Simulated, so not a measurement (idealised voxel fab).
The following process module bears the name voxel wiring stack.
FYI the section here is cut, 205 nm wide, cells are 5 nm squares.
Throughout this document, each cross-section is represented as a grid of square cells and is presented as a sequence of bands enumerated from the top downward, where a band comprises one or more rows of cells. Read a band's entry like this: the first values are the height of its top and the height of its bottom in nm, and what follows is the sequence of materials from left to right, each with its width in nm. Note that "blank" is empty space, and that a single material marked "full width" reaches across the band from edge to edge. Heads up on the height convention: 0 is the point under which the incoming wafer is all one material, and the lowest band has no bottom, it just keeps going down, like "0..down". Graded width ("30..40"): value in top row of band = first number; value in bottom row = second number; row-to-row change constant. No cell of the cross-section changed in a step that is given as "remained the same". In the "Internal closed voids" entry, you get each enclosed empty space of 8 cells or more, one with no open way to the top, written width x height at distance, distance from the left edge, in nm. On each step's line, the part that comes after the settings is the simulator's own comment on the step. overlay nm: step with mask; distance mask lay right of planned place; negative value = left of planned place. Below you will find pairs of cross-sections. In each, one shows the wafer before one process step and the other after it, with the after view ending at the lowest band that changed. Under each pair is the step separating them, along with its settings. Do not assume the pairs form a chain: they can come from different runs of this module on the same starting wafer, and a pair continues from the pair above it only when its "Pre-step cross-section" entry says so.

**Pre-step cross-section**
- 0..down: Si full width
- Internal closed voids: none

**Post-Step Geometry**
- 15..0: SiO2 full width
- Rest of section, below 0: as before.
- Internal closed voids: none
What process step lies between the two cross-sections above? op CONFORMAL_DEP | material SiO2 | thk nm 15

Pre-step cross-section: see preceding pair, after cross-section.

**Post-Step Geometry**
- 20..15: SiCN full width
- Rest of section, below 15: as before.
- Internal closed voids: none
What process step lies between the two cross-sections above? op CONFORMAL_DEP | material SiCN | thk nm 5

Pre-step cross-section: see preceding pair, after cross-section.

**Post-Step Geometry**
- 45..20: SiO2 full width
- Rest of section, below 20: as before.
- Internal closed voids: none
What process step lies between the two cross-sections above? op DIRECTIONAL_DEP | material SiO2 | thk nm 25

Pre-step cross-section: see preceding pair, after cross-section.

**Post-Step Geometry**
- 60..45: 65 resist  30 blank  15 resist  30 blank  65 resist
- Rest of section, below 45: as before.
- Internal closed voids: none
What process step lies between the two cross-sections above? op PATTERN | tone open | mask id METAL_1 | material resist | width nm 30 | pitch nm 45 | thk nm 15 | overlay nm 0

Pre-step cross-section: see preceding pair, after cross-section.

**Post-Step Geometry**
- 60..45: 65 resist  30 blank  15 resist  30 blank  65 resist
- 45..20: 65 SiO2  30 blank  15 SiO2  30 blank  65 SiO2
- Rest of section, below 20: as before.
- Internal closed voids: none
What process step lies between the two cross-sections above? op DIRECTIONAL_ETCH | etch materials SiO2 | depth nm 25

Pre-step cross-section: see preceding pair, after cross-section.

**Post-Step Geometry**
- 60..45: 65 resist  30 blank  15 resist  30 blank  65 resist
- 45..20: 65 SiO2  30 blank  15 SiO2  30 blank  65 SiO2
- 20..15: 65 SiCN  30 blank  15 SiCN  30 blank  65 SiCN
- Rest of section, below 15: as before.
- Internal closed voids: none
What process step lies between the two cross-sections above? op DIRECTIONAL_ETCH | etch materials SiCN | depth nm 5

Pre-step cross-section: see preceding pair, after cross-section.

**Post-Step Geometry**
- 45..20: 65 SiO2  30 blank  15 SiO2  30 blank  65 SiO2
- Rest of section, below 20: as before.
- Internal closed voids: none
What process step lies between the two cross-sections above? op STRIP | etch materials resist

Pre-step cross-section: see preceding pair, after cross-section.

**Post-Step Geometry**
- 50..45: 70 TiN  20 blank  25 TiN  20 blank  70 TiN
- 45..20: 65 SiO2  5 TiN  20 blank  5 TiN  15 SiO2  5 TiN  20 blank  5 TiN  65 SiO2
- 20..15: 65 SiCN  30 TiN  15 SiCN  30 TiN  65 SiCN
- Rest of section, below 15: as before.
- Internal closed voids: none
What process step lies between the two cross-sections above? op CONFORMAL_DEP | material TiN | thk nm 5

Pre-step cross-section: see preceding pair, after cross-section.

**Post-Step Geometry**
- 60..50: Ru full width
- 50..45: 70 TiN  20 Ru  25 TiN  20 Ru  70 TiN
- 45..20: 65 SiO2  5 TiN  20 Ru  5 TiN  15 SiO2  5 TiN  20 Ru  5 TiN  65 SiO2
- Rest of section, below 20: as before.
- Internal closed voids: none
What process step lies between the two cross-sections above? op FILL_DEP | material Ru | thk nm 10

Pre-step cross-section: see preceding pair, after cross-section.

**Post-Step Geometry**
- 45..20: 65 SiO2  5 TiN  20 Ru  5 TiN  15 SiO2  5 TiN  20 Ru  5 TiN  65 SiO2
- Rest of section, below 20: as before.
- Internal closed voids: none
What process step lies between the two cross-sections above? op CMP | height nm 45

Pre-step cross-section: see preceding pair, after cross-section.

**Post-Step Geometry**
- 50..45: SiCN full width
- Rest of section, below 45: as before.
- Internal closed voids: none
What process step lies between the two cross-sections above? op CONFORMAL_DEP | material SiCN | thk nm 5

Pre-step cross-section: see preceding pair, after cross-section.

**Post-Step Geometry**
- 65..50: lowk full width
- Rest of section, below 50: as before.
- Internal closed voids: none
What process step lies between the two cross-sections above? op DIRECTIONAL_DEP | material lowk | thk nm 15

Pre-step cross-section: see preceding pair, after cross-section.

**Post-Step Geometry**
- 75..65: aC full width
- Rest of section, below 65: as before.
- Internal closed voids: none
What process step lies between the two cross-sections above? op DIRECTIONAL_DEP | material aC | thk nm 10

Pre-step cross-section: see preceding pair, after cross-section.

**Post-Step Geometry**
- 100..75: 65 resist  15 blank  30 resist  15 blank  80 resist
- Rest of section, below 75: as before.
- Internal closed voids: none
What process step lies between the two cross-sections above? op PATTERN | tone open | mask id PLUG_1 | material resist | width nm 15 | pitch nm 45 | thk nm 25 | overlay nm 0

Pre-step cross-section: see preceding pair, after cross-section.

**Post-Step Geometry**
- 90..75: 65 resist  15 blank  30 resist  15 blank  80 resist
- 75..65: 65 aC  15 blank  30 aC  15 blank  80 aC
- Rest of section, below 65: as before.
- Internal closed voids: none
What process step lies between the two cross-sections above? op DIRECTIONAL_ETCH | etch materials aC | depth nm 10

Pre-step cross-section: see preceding pair, after cross-section.

**Post-Step Geometry**
- 75..65: 65 aC  15 blank  30 aC  15 blank  80 aC
- Rest of section, below 65: as before.
- Internal closed voids: none
What process step lies between the two cross-sections above? op STRIP | etch materials resist

Pre-step cross-section: see preceding pair, after cross-section.

**Post-Step Geometry**
- 75..65: 65 aC  15 blank  30 aC  15 blank  80 aC
- 65..50: 65 lowk  15 blank  30 lowk  15 blank  80 lowk
- Rest of section, below 50: as before.
- Internal closed voids: none
What process step lies between the two cross-sections above? op DIRECTIONAL_ETCH | etch materials lowk | depth nm 15

Pre-step cross-section: see preceding pair, after cross-section.

**Post-Step Geometry**
- 75..65: 65 aC  15 blank  30 aC  15 blank  80 aC
- 65..50: 65 lowk  15 blank  30 lowk  15 blank  80 lowk
- 50..45: 65 SiCN  15 blank  30 SiCN  15 blank  80 SiCN
- Rest of section, below 45: as before.
- Internal closed voids: none
What process step lies between the two cross-sections above? op DIRECTIONAL_ETCH | etch materials SiCN | depth nm 5

Pre-step cross-section: see preceding pair, after cross-section.

**Post-Step Geometry**
- 65..50: 65 lowk  15 blank  30 lowk  15 blank  80 lowk
- Rest of section, below 50: as before.
- Internal closed voids: none
What process step lies between the two cross-sections above? op STRIP | etch materials aC

Pre-step cross-section: see preceding pair, after cross-section.

**Post-Step Geometry**
- 65..55: 65 lowk  15 blank  30 lowk  15 blank  80 lowk
- 55..50: 65 lowk  15 Ru  30 lowk  15 Ru  80 lowk
- 50..45: 65 SiCN  15 Ru  30 SiCN  15 Ru  80 SiCN
- Rest of section, below 45: as before.
- Internal closed voids: none
What process step lies between the two cross-sections above? op EPI | material Ru | thk nm 10

Pre-step cross-section: see preceding pair, after cross-section.

**Post-Step Geometry**
- 65..50: 65 lowk  15 Ru  30 lowk  15 Ru  80 lowk
- Rest of section, below 50: as before.
- Internal closed voids: none
What process step lies between the two cross-sections above? op EPI | material Ru | thk nm 10

Pre-step cross-section: see preceding pair, after cross-section.

**Post-Step Geometry**
- 70..65: TiN full width
- Rest of section, below 65: as before.
- Internal closed voids: none
What process step lies between the two cross-sections above? op DIRECTIONAL_DEP | material TiN | thk nm 5

Pre-step cross-section: see preceding pair, after cross-section.

**Post-Step Geometry**
- 85..70: W full width
- Rest of section, below 70: as before.
- Internal closed voids: none
What process step lies between the two cross-sections above? op DIRECTIONAL_DEP | material W | thk nm 15

Pre-step cross-section: see preceding pair, after cross-section.

**Post-Step Geometry**
- 100..85: aC full width
- Rest of section, below 85: as before.
- Internal closed voids: none
What process step lies between the two cross-sections above? op DIRECTIONAL_DEP | material aC | thk nm 15

Pre-step cross-section: see preceding pair, after cross-section.

**Post-Step Geometry**
- 130..100: 65 blank  30 resist  15 blank  30 resist  65 blank
- Rest of section, below 100: as before.
- Internal closed voids: none
What process step lies between the two cross-sections above? op PATTERN | tone cover | mask id METAL_2 | material resist | width nm 30 | pitch nm 45 | thk nm 30 | overlay nm 0

Pre-step cross-section: see preceding pair, after cross-section.

**Post-Step Geometry**
- 115..100: 65 blank  30 resist  15 blank  30 resist  65 blank
- 100..85: 65 blank  30 aC  15 blank  30 aC  65 blank
- Rest of section, below 85: as before.
- Internal closed voids: none
What process step lies between the two cross-sections above? op DIRECTIONAL_ETCH | etch materials aC | depth nm 15

Pre-step cross-section: see preceding pair, after cross-section.

**Post-Step Geometry**
- 100..85: 65 blank  30 aC  15 blank  30 aC  65 blank
- Rest of section, below 85: as before.
- Internal closed voids: none
What process step lies between the two cross-sections above? op STRIP | etch materials resist

Pre-step cross-section: see preceding pair, after cross-section.

**Post-Step Geometry**
- 100..85: 65 blank  30 aC  15 blank  30 aC  65 blank
- 85..70: 65 blank  30 W  15 blank  30 W  65 blank
- Rest of section, below 70: as before.
- Internal closed voids: none
What process step lies between the two cross-sections above? op DIRECTIONAL_ETCH | etch materials W | depth nm 15

Pre-step cross-section: see preceding pair, after cross-section.

**Post-Step Geometry**
- 100..85: 65 blank  30 aC  15 blank  30 aC  65 blank
- 85..70: 65 blank  30 W  15 blank  30 W  65 blank
- 70..65: 65 blank  30 TiN  15 blank  30 TiN  65 blank
- Rest of section, below 65: as before.
- Internal closed voids: none
What process step lies between the two cross-sections above? op DIRECTIONAL_ETCH | etch materials TiN | depth nm 5

Pre-step cross-section: see preceding pair, after cross-section.

**Post-Step Geometry**
- 85..70: 65 blank  30 W  15 blank  30 W  65 blank
- Rest of section, below 70: as before.
- Internal closed voids: none
What process step lies between the two cross-sections above? op STRIP | etch materials aC

Pre-step cross-section: see preceding pair, after cross-section.

**Post-Step Geometry**
- 90..85: SiO2 full width
- 85..70: 65 SiO2  30 W  15 SiO2  30 W  65 SiO2
- 70..65: 65 SiO2  30 TiN  15 SiO2  30 TiN  65 SiO2
- Rest of section, below 65: as before.
- Internal closed voids: none
What process step lies between the two cross-sections above? op FILL_DEP | material SiO2 | thk nm 5

Pre-step cross-section: see preceding pair, after cross-section.

**Post-Step Geometry**
- 85..70: 65 SiO2  30 W  15 SiO2  30 W  65 SiO2
- Rest of section, below 70: as before.
- Internal closed voids: none
What process step lies between the two cross-sections above? op CMP | height nm 85

Pre-step cross-section: see preceding pair, after cross-section.

**Post-Step Geometry**
- 90..85: SiCN full width
- Rest of section, below 85: as before.
- Internal closed voids: none
What process step lies between the two cross-sections above? op CONFORMAL_DEP | material SiCN | thk nm 5

Pre-step cross-section: see preceding pair, after cross-section.

**Post-Step Geometry**
- 120..90: lowk full width
- Rest of section, below 90: as before.
- Internal closed voids: none
What process step lies between the two cross-sections above? op DIRECTIONAL_DEP | material lowk | thk nm 30

Pre-step cross-section: see preceding pair, after cross-section.

**Post-Step Geometry**
- 135..120: 65 resist  30 blank  15 resist  30 blank  65 resist
- Rest of section, below 120: as before.
- Internal closed voids: none
What process step lies between the two cross-sections above? op PATTERN | tone open | mask id METAL_3 | material resist | width nm 30 | pitch nm 45 | thk nm 15 | overlay nm 0

Pre-step cross-section: see preceding pair, after cross-section.

**Post-Step Geometry**
- 135..120: 65 resist  30 blank  15 resist  30 blank  65 resist
- 120..105: 65 lowk  30 blank  15 lowk  30 blank  65 lowk
- Rest of section, below 105: as before.
- Internal closed voids: none
What process step lies between the two cross-sections above? op DIRECTIONAL_ETCH | etch materials lowk | depth nm 15

Pre-step cross-section: see preceding pair, after cross-section.

**Post-Step Geometry**
- 120..105: 65 lowk  30 blank  15 lowk  30 blank  65 lowk
- Rest of section, below 105: as before.
- Internal closed voids: none
What process step lies between the two cross-sections above? op STRIP | etch materials resist

Pre-step cross-section: see preceding pair, after cross-section.

**Post-Step Geometry**
- 120..105: 65 lowk  30 blank  15 lowk  30 blank  65 lowk
- 105..90: 65 lowk  15 blank  125 lowk
- Rest of section, below 90: as before.
- Internal closed voids: none
What process step lies between the two cross-sections above? op MASKED_ETCH | tone open | mask id METAL_3_HOLES | width nm 15 | etch materials lowk | depth nm 15 | overlay nm 0

Pre-step cross-section: see preceding pair, after cross-section.

**Post-Step Geometry**
- 120..105: 65 lowk  30 blank  15 lowk  30 blank  65 lowk
- 105..90: 65 lowk  15 blank  125 lowk
- 90..85: 65 SiCN  15 blank  125 SiCN
- Rest of section, below 85: as before.
- Internal closed voids: none
What process step lies between the two cross-sections above? op MASKED_ETCH | tone open | mask id METAL_3_HOLES | width nm 15 | etch materials SiCN | depth nm 5 | overlay nm 0

Pre-step cross-section: see preceding pair, after cross-section.

**Post-Step Geometry**
- 125..120: 70 TiN  20 blank  25 TiN  20 blank  70 TiN
- 120..110: 65 lowk  5 TiN  20 blank  5 TiN  15 lowk  5 TiN  20 blank  5 TiN  65 lowk
- 110..105: 65 lowk  5 TiN  5 blank  20 TiN  15 lowk  30 TiN  65 lowk
- 105..90: 65 lowk  5 TiN  5 blank  5 TiN  125 lowk
- 90..85: 65 SiCN  15 TiN  125 SiCN
- Rest of section, below 85: as before.
- Internal closed voids: none
What process step lies between the two cross-sections above? op CONFORMAL_DEP | material TiN | thk nm 5

Pre-step cross-section: see preceding pair, after cross-section.

**Post-Step Geometry**
- 135..125: Cu full width
- 125..120: 70 TiN  20 Cu  25 TiN  20 Cu  70 TiN
- 120..110: 65 lowk  5 TiN  20 Cu  5 TiN  15 lowk  5 TiN  20 Cu  5 TiN  65 lowk
- 110..105: 65 lowk  5 TiN  5 Cu  20 TiN  15 lowk  30 TiN  65 lowk
- 105..90: 65 lowk  5 TiN  5 Cu  5 TiN  125 lowk
- Rest of section, below 90: as before.
- Internal closed voids: none
What process step lies between the two cross-sections above? op FILL_DEP | material Cu | thk nm 10

Pre-step cross-section: see preceding pair, after cross-section.

**Post-Step Geometry**
- 120..110: 65 lowk  5 TiN  20 Cu  5 TiN  15 lowk  5 TiN  20 Cu  5 TiN  65 lowk
- Rest of section, below 110: as before.
- Internal closed voids: none
What process step lies between the two cross-sections above? op CMP | height nm 120

Pre-step cross-section: see preceding pair, after cross-section.

**Post-Step Geometry**
- 125..120: SiCN full width
- Rest of section, below 120: as before.
- Internal closed voids: none
What process step lies between the two cross-sections above? op CONFORMAL_DEP | material SiCN | thk nm 5

Pre-step cross-section: see preceding pair, after cross-section.

**Post-Step Geometry**
- 155..125: lowk full width
- Rest of section, below 125: as before.
- Internal closed voids: none
What process step lies between the two cross-sections above? op DIRECTIONAL_DEP | material lowk | thk nm 30

Pre-step cross-section: see preceding pair, after cross-section.

**Post-Step Geometry**
- 165..155: aC full width
- Rest of section, below 155: as before.
- Internal closed voids: none
What process step lies between the two cross-sections above? op DIRECTIONAL_DEP | material aC | thk nm 10

Pre-step cross-section: see preceding pair, after cross-section.

**Post-Step Geometry**
- 195..165: 65 resist  30 blank  15 resist  30 blank  65 resist
- Rest of section, below 165: as before.
- Internal closed voids: none
What process step lies between the two cross-sections above? op PATTERN | tone open | mask id METAL_4 | material resist | width nm 30 | pitch nm 45 | thk nm 30 | overlay nm 0

Pre-step cross-section: see preceding pair, after cross-section.

**Post-Step Geometry**
- 185..165: 65 resist  30 blank  15 resist  30 blank  65 resist
- 165..155: 65 aC  30 blank  15 aC  30 blank  65 aC
- Rest of section, below 155: as before.
- Internal closed voids: none
What process step lies between the two cross-sections above? op DIRECTIONAL_ETCH | etch materials aC | depth nm 10

Pre-step cross-section: see preceding pair, after cross-section.

**Post-Step Geometry**
- 165..155: 65 aC  30 blank  15 aC  30 blank  65 aC
- Rest of section, below 155: as before.
- Internal closed voids: none
What process step lies between the two cross-sections above? op STRIP | etch materials resist

Pre-step cross-section: see preceding pair, after cross-section.

**Post-Step Geometry**
- 165..155: 65 aC  30 blank  15 aC  30 blank  65 aC
- 155..140: 65 lowk  30 blank  15 lowk  30 blank  65 lowk
- Rest of section, below 140: as before.
- Internal closed voids: none
What process step lies between the two cross-sections above? op DIRECTIONAL_ETCH | etch materials lowk | depth nm 15

Pre-step cross-section: see preceding pair, after cross-section.

**Post-Step Geometry**
- 155..140: 65 lowk  30 blank  15 lowk  30 blank  65 lowk
- Rest of section, below 140: as before.
- Internal closed voids: none
What process step lies between the two cross-sections above? op STRIP | etch materials aC

Pre-step cross-section: see preceding pair, after cross-section.

**Post-Step Geometry**
- 165..155: 65 aC  30 blank  15 aC  30 blank  65 aC
- 155..150: 65 lowk  30 blank  15 lowk  30 blank  65 lowk
- 150..140: 65 lowk  30 aC  15 lowk  30 aC  65 lowk
- Rest of section, below 140: as before.
- Internal closed voids: none
What process step lies between the two cross-sections above? op DIRECTIONAL_DEP | material aC | thk nm 10

Pre-step cross-section: see preceding pair, after cross-section.

**Post-Step Geometry**
- 195..165: 65 resist  15 blank  125 resist
- 165..155: 65 aC  15 blank  15 resist  15 aC  30 resist  65 aC
- 155..150: 65 lowk  15 blank  15 resist  15 lowk  30 resist  65 lowk
- Rest of section, below 150: as before.
- Internal closed voids: none
What process step lies between the two cross-sections above? op PATTERN | tone open | mask id METAL_4_HOLES | material resist | width nm 15 | thk nm 30 | overlay nm 0

Pre-step cross-section: see preceding pair, after cross-section.

**Post-Step Geometry**
- 185..165: 65 resist  15 blank  125 resist
- 165..155: 65 aC  15 blank  15 resist  15 aC  30 resist  65 aC
- 155..150: 65 lowk  15 blank  15 resist  15 lowk  30 resist  65 lowk
- 150..140: 65 lowk  15 blank  15 aC  15 lowk  30 aC  65 lowk
- Rest of section, below 140: as before.
- Internal closed voids: none
What process step lies between the two cross-sections above? op DIRECTIONAL_ETCH | etch materials aC | depth nm 10

Pre-step cross-section: see preceding pair, after cross-section.

**Post-Step Geometry**
- 165..155: 65 aC  30 blank  15 aC  30 blank  65 aC
- 155..150: 65 lowk  30 blank  15 lowk  30 blank  65 lowk
- Rest of section, below 150: as before.
- Internal closed voids: none
What process step lies between the two cross-sections above? op STRIP | etch materials resist

Pre-step cross-section: see preceding pair, after cross-section.

**Post-Step Geometry**
- 165..155: 65 aC  30 blank  15 aC  30 blank  65 aC
- 155..150: 65 lowk  30 blank  15 lowk  30 blank  65 lowk
- 150..140: 65 lowk  15 blank  15 aC  15 lowk  30 aC  65 lowk
- 140..125: 65 lowk  15 blank  125 lowk
- Rest of section, below 125: as before.
- Internal closed voids: none
What process step lies between the two cross-sections above? op DIRECTIONAL_ETCH | etch materials lowk | depth nm 15

Pre-step cross-section: see preceding pair, after cross-section.

**Post-Step Geometry**
- 165..155: 65 aC  30 blank  15 aC  30 blank  65 aC
- 155..150: 65 lowk  30 blank  15 lowk  30 blank  65 lowk
- 150..140: 65 lowk  15 blank  15 aC  15 lowk  30 aC  65 lowk
- 140..125: 65 lowk  15 blank  125 lowk
- 125..120: 65 SiCN  15 blank  125 SiCN
- Rest of section, below 120: as before.
- Internal closed voids: none
What process step lies between the two cross-sections above? op DIRECTIONAL_ETCH | etch materials SiCN | depth nm 5

Pre-step cross-section: see preceding pair, after cross-section.

**Post-Step Geometry**
- 155..140: 65 lowk  30 blank  15 lowk  30 blank  65 lowk
- Rest of section, below 140: as before.
- Internal closed voids: none
What process step lies between the two cross-sections above? op STRIP | etch materials aC

Pre-step cross-section: see preceding pair, after cross-section.

**Post-Step Geometry**
- 160..155: 70 TiN  20 blank  25 TiN  20 blank  70 TiN
- 155..145: 65 lowk  5 TiN  20 blank  5 TiN  15 lowk  5 TiN  20 blank  5 TiN  65 lowk
- 145..140: 65 lowk  5 TiN  5 blank  20 TiN  15 lowk  30 TiN  65 lowk
- 140..125: 65 lowk  5 TiN  5 blank  5 TiN  125 lowk
- 125..120: 65 SiCN  15 TiN  125 SiCN
- Rest of section, below 120: as before.
- Internal closed voids: none
What process step lies between the two cross-sections above? op CONFORMAL_DEP | material TiN | thk nm 5

Pre-step cross-section: see preceding pair, after cross-section.

**Post-Step Geometry**
- 170..160: Cu full width
- 160..155: 70 TiN  20 Cu  25 TiN  20 Cu  70 TiN
- 155..145: 65 lowk  5 TiN  20 Cu  5 TiN  15 lowk  5 TiN  20 Cu  5 TiN  65 lowk
- 145..140: 65 lowk  5 TiN  5 Cu  20 TiN  15 lowk  30 TiN  65 lowk
- 140..125: 65 lowk  5 TiN  5 Cu  5 TiN  125 lowk
- Rest of section, below 125: as before.
- Internal closed voids: none
What process step lies between the two cross-sections above? op FILL_DEP | material Cu | thk nm 10

Pre-step cross-section: see preceding pair, after cross-section.

**Post-Step Geometry**
- 155..145: 65 lowk  5 TiN  20 Cu  5 TiN  15 lowk  5 TiN  20 Cu  5 TiN  65 lowk
- Rest of section, below 145: as before.
- Internal closed voids: none
What process step lies between the two cross-sections above? op CMP | height nm 155

Pre-step cross-section: see preceding pair, after cross-section.

**Post-Step Geometry**
- 160..155: SiCN full width
- Rest of section, below 155: as before.
- Internal closed voids: none
What process step lies between the two cross-sections above? op CONFORMAL_DEP | material SiCN | thk nm 5

**Pre-step cross-section**
- 15..0: SiO2 full width
- 0..down: Si full width
- Internal closed voids: none

**Post-Step Geometry**
- 40..0: SiO2 full width
- Rest of section, below 0: as before.
- Internal closed voids: none
What process step lies between the two cross-sections above? op DIRECTIONAL_DEP | material SiO2 | thk nm 25

Pre-step cross-section: see preceding pair, after cross-section.

**Post-Step Geometry**
- 55..40: 65 resist  30 blank  15 resist  30 blank  65 resist
- Rest of section, below 40: as before.
- Internal closed voids: none
What process step lies between the two cross-sections above? op PATTERN | tone open | mask id METAL_1 | material resist | width nm 30 | pitch nm 45 | thk nm 15 | overlay nm 0

Pre-step cross-section: see preceding pair, after cross-section.

**Post-Step Geometry**
- 55..40: 65 resist  30 blank  15 resist  30 blank  65 resist
- 40..15: 65 SiO2  30 blank  15 SiO2  30 blank  65 SiO2
- Rest of section, below 15: as before.
- Internal closed voids: none
What process step lies between the two cross-sections above? op DIRECTIONAL_ETCH | etch materials SiO2 | depth nm 25

Pre-step cross-section: see preceding pair, after cross-section.

**Post-Step Geometry**
- 40..15: 65 SiO2  30 blank  15 SiO2  30 blank  65 SiO2
- Rest of section, below 15: as before.
- Internal closed voids: none
What process step lies between the two cross-sections above? op STRIP | etch materials resist

Pre-step cross-section: see preceding pair, after cross-section.

**Post-Step Geometry**
- 45..40: 70 TiN  20 blank  25 TiN  20 blank  70 TiN
- 40..20: 65 SiO2  5 TiN  20 blank  5 TiN  15 SiO2  5 TiN  20 blank  5 TiN  65 SiO2
- 20..15: 65 SiO2  30 TiN  15 SiO2  30 TiN  65 SiO2
- Rest of section, below 15: as before.
- Internal closed voids: none
What process step lies between the two cross-sections above? op CONFORMAL_DEP | material TiN | thk nm 5

Pre-step cross-section: see preceding pair, after cross-section.

**Post-Step Geometry**
- 55..45: Ru full width
- 45..40: 70 TiN  20 Ru  25 TiN  20 Ru  70 TiN
- 40..20: 65 SiO2  5 TiN  20 Ru  5 TiN  15 SiO2  5 TiN  20 Ru  5 TiN  65 SiO2
- Rest of section, below 20: as before.
- Internal closed voids: none
What process step lies between the two cross-sections above? op FILL_DEP | material Ru | thk nm 10

Pre-step cross-section: see preceding pair, after cross-section.

**Post-Step Geometry**
- 45..40: 70 TiN  20 Ru  25 TiN  20 Ru  70 TiN
- Rest of section, below 40: as before.
- Internal closed voids: none
What process step lies between the two cross-sections above? op CMP | height nm 45

Pre-step cross-section: see preceding pair, after cross-section.

**Post-Step Geometry**
- 50..45: SiCN full width
- Rest of section, below 45: as before.
- Internal closed voids: none
What process step lies between the two cross-sections above? op CONFORMAL_DEP | material SiCN | thk nm 5

Pre-step cross-section: see preceding pair, after cross-section.

**Post-Step Geometry**
- 65..50: lowk full width
- Rest of section, below 50: as before.
- Internal closed voids: none
What process step lies between the two cross-sections above? op DIRECTIONAL_DEP | material lowk | thk nm 15

Pre-step cross-section: see preceding pair, after cross-section.

**Post-Step Geometry**
- 75..65: aC full width
- Rest of section, below 65: as before.
- Internal closed voids: none
What process step lies between the two cross-sections above? op DIRECTIONAL_DEP | material aC | thk nm 10

Pre-step cross-section: see preceding pair, after cross-section.

**Post-Step Geometry**
- 100..75: 65 resist  15 blank  30 resist  15 blank  80 resist
- Rest of section, below 75: as before.
- Internal closed voids: none
What process step lies between the two cross-sections above? op PATTERN | tone open | mask id PLUG_1 | material resist | width nm 15 | pitch nm 45 | thk nm 25 | overlay nm 0

Pre-step cross-section: see preceding pair, after cross-section.

**Post-Step Geometry**
- 90..75: 65 resist  15 blank  30 resist  15 blank  80 resist
- 75..65: 65 aC  15 blank  30 aC  15 blank  80 aC
- Rest of section, below 65: as before.
- Internal closed voids: none
What process step lies between the two cross-sections above? op DIRECTIONAL_ETCH | etch materials aC | depth nm 10

Pre-step cross-section: see preceding pair, after cross-section.

**Post-Step Geometry**
- 75..65: 65 aC  15 blank  30 aC  15 blank  80 aC
- Rest of section, below 65: as before.
- Internal closed voids: none
What process step lies between the two cross-sections above? op STRIP | etch materials resist

Pre-step cross-section: see preceding pair, after cross-section.

**Post-Step Geometry**
- 75..65: 65 aC  15 blank  30 aC  15 blank  80 aC
- 65..50: 65 lowk  15 blank  30 lowk  15 blank  80 lowk
- Rest of section, below 50: as before.
- Internal closed voids: none
What process step lies between the two cross-sections above? op DIRECTIONAL_ETCH | etch materials lowk | depth nm 15

Pre-step cross-section: see preceding pair, after cross-section.

**Post-Step Geometry**
- 75..65: 65 aC  15 blank  30 aC  15 blank  80 aC
- 65..50: 65 lowk  15 blank  30 lowk  15 blank  80 lowk
- 50..45: 65 SiCN  15 blank  30 SiCN  15 blank  80 SiCN
- Rest of section, below 45: as before.
- Internal closed voids: none
What process step lies between the two cross-sections above? op DIRECTIONAL_ETCH | etch materials SiCN | depth nm 5

Pre-step cross-section: see preceding pair, after cross-section.

**Post-Step Geometry**
- 65..50: 65 lowk  15 blank  30 lowk  15 blank  80 lowk
- Rest of section, below 50: as before.
- Internal closed voids: none
What process step lies between the two cross-sections above? op STRIP | etch materials aC

Pre-step cross-section: see preceding pair, after cross-section.

**Post-Step Geometry**
- 65..55: 65 lowk  15 blank  30 lowk  15 blank  80 lowk
- 55..50: 65 lowk  15 Ru  30 lowk  15 Ru  80 lowk
- 50..45: 65 SiCN  15 Ru  30 SiCN  15 Ru  80 SiCN
- Rest of section, below 45: as before.
- Internal closed voids: none
What process step lies between the two cross-sections above? op EPI | material Ru | thk nm 10

Pre-step cross-section: see preceding pair, after cross-section.

**Post-Step Geometry**
- 65..50: 65 lowk  15 Ru  30 lowk  15 Ru  80 lowk
- Rest of section, below 50: as before.
- Internal closed voids: none
What process step lies between the two cross-sections above? op EPI | material Ru | thk nm 10

Pre-step cross-section: see preceding pair, after cross-section.

**Post-Step Geometry**
- 70..65: TiN full width
- Rest of section, below 65: as before.
- Internal closed voids: none
What process step lies between the two cross-sections above? op DIRECTIONAL_DEP | material TiN | thk nm 5

Pre-step cross-section: see preceding pair, after cross-section.

**Post-Step Geometry**
- 85..70: W full width
- Rest of section, below 70: as before.
- Internal closed voids: none
What process step lies between the two cross-sections above? op DIRECTIONAL_DEP | material W | thk nm 15

Pre-step cross-section: see preceding pair, after cross-section.

**Post-Step Geometry**
- 100..85: aC full width
- Rest of section, below 85: as before.
- Internal closed voids: none
What process step lies between the two cross-sections above? op DIRECTIONAL_DEP | material aC | thk nm 15

Pre-step cross-section: see preceding pair, after cross-section.

**Post-Step Geometry**
- 130..100: 65 blank  30 resist  15 blank  30 resist  65 blank
- Rest of section, below 100: as before.
- Internal closed voids: none
What process step lies between the two cross-sections above? op PATTERN | tone cover | mask id METAL_2 | material resist | width nm 30 | pitch nm 45 | thk nm 30 | overlay nm 0

Pre-step cross-section: see preceding pair, after cross-section.

**Post-Step Geometry**
- 115..100: 65 blank  30 resist  15 blank  30 resist  65 blank
- 100..85: 65 blank  30 aC  15 blank  30 aC  65 blank
- Rest of section, below 85: as before.
- Internal closed voids: none
What process step lies between the two cross-sections above? op DIRECTIONAL_ETCH | etch materials aC | depth nm 15

Pre-step cross-section: see preceding pair, after cross-section.

**Post-Step Geometry**
- 100..85: 65 blank  30 aC  15 blank  30 aC  65 blank
- Rest of section, below 85: as before.
- Internal closed voids: none
What process step lies between the two cross-sections above? op STRIP | etch materials resist

Pre-step cross-section: see preceding pair, after cross-section.

**Post-Step Geometry**
- 100..85: 65 blank  30 aC  15 blank  30 aC  65 blank
- 85..70: 65 blank  30 W  15 blank  30 W  65 blank
- Rest of section, below 70: as before.
- Internal closed voids: none
What process step lies between the two cross-sections above? op DIRECTIONAL_ETCH | etch materials W | depth nm 15

Pre-step cross-section: see preceding pair, after cross-section.

**Post-Step Geometry**
- 100..85: 65 blank  30 aC  15 blank  30 aC  65 blank
- 85..70: 65 blank  30 W  15 blank  30 W  65 blank
- 70..65: 65 blank  30 TiN  15 blank  30 TiN  65 blank
- Rest of section, below 65: as before.
- Internal closed voids: none
What process step lies between the two cross-sections above? op DIRECTIONAL_ETCH | etch materials TiN | depth nm 5

Pre-step cross-section: see preceding pair, after cross-section.

**Post-Step Geometry**
- 85..70: 65 blank  30 W  15 blank  30 W  65 blank
- Rest of section, below 70: as before.
- Internal closed voids: none
What process step lies between the two cross-sections above? op STRIP | etch materials aC

Pre-step cross-section: see preceding pair, after cross-section.

**Post-Step Geometry**
- 90..85: SiO2 full width
- 85..70: 65 SiO2  30 W  15 SiO2  30 W  65 SiO2
- 70..65: 65 SiO2  30 TiN  15 SiO2  30 TiN  65 SiO2
- Rest of section, below 65: as before.
- Internal closed voids: none
What process step lies between the two cross-sections above? op FILL_DEP | material SiO2 | thk nm 5
